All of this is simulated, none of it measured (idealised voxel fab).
process module | voxel tone inversion
cross-section cut | 230 nm wide | cells 5 nm
A cross-section is a grid of square cells, given in bands from the top down. A band is one or more rows of cells.
Each band's line starts with the height of the band's top and of its bottom, in nm. Then come its materials from left to right, each with its width in nm. One material with "throughout" fills the band from edge to edge. "air" is empty space.
Height 0 is the level under which the wafer as received is all one material. The lowest band goes on downwards, as in "0 down".
A width such as "30 to 40" changes by the same amount from each row of cells to the next, from the band's top row to its bottom row.
"no change" after a step means that no cell of the cross-section changed.
closed voids: empty space of 8 cells or more with no open way to the top, each as width x height at its distance from the left edge, in nm
after a step's settings: what the simulator itself notes on the step
overlay nm, on a step with a mask: how far to the right of its planned place the mask lay; to the left if negative
plan
1 op RECEIVE | material Si
2 op CONFORMAL_DEP | material SiCN | thk nm 10
3 op DIRECTIONAL_DEP | material aC | thk nm 25
4 op PATTERN | tone cover | mask id POSTS | material resist | width nm 20 | pitch nm 35 | thk nm 30 | overlay nm -15
5 op DIRECTIONAL_ETCH | etch materials aC | depth nm 25
6 op STRIP | etch materials resist
7 op FILL_DEP | material SiO2 | thk nm 10
8 op CMP | height nm 35
9 op STRIP | etch materials aC
varied across the wafers: overlay nm of step 4. The plan shows the first wafer's value. All wafers start alike
first wafer as received, after step 1
  0 down: Si throughout
  closed voids: none
each wafer at the end: cells of each material gained (+) or lost (-) since it was received, then its closed voids
overlay nm -15 | +92 SiCN | +170 SiO2 | closed voids: none
overlay nm -10 | +92 SiCN | +170 SiO2 | closed voids: none
overlay nm -5 | +92 SiCN | +170 SiO2 | closed voids: none
overlay nm 0 | +92 SiCN | +170 SiO2 | closed voids: none
overlay nm 5 | +92 SiCN | +170 SiO2 | closed voids: none
overlay nm 10 | +92 SiCN | +170 SiO2 | closed voids: none
overlay nm 15 | +92 SiCN | +170 SiO2 | closed voids: none
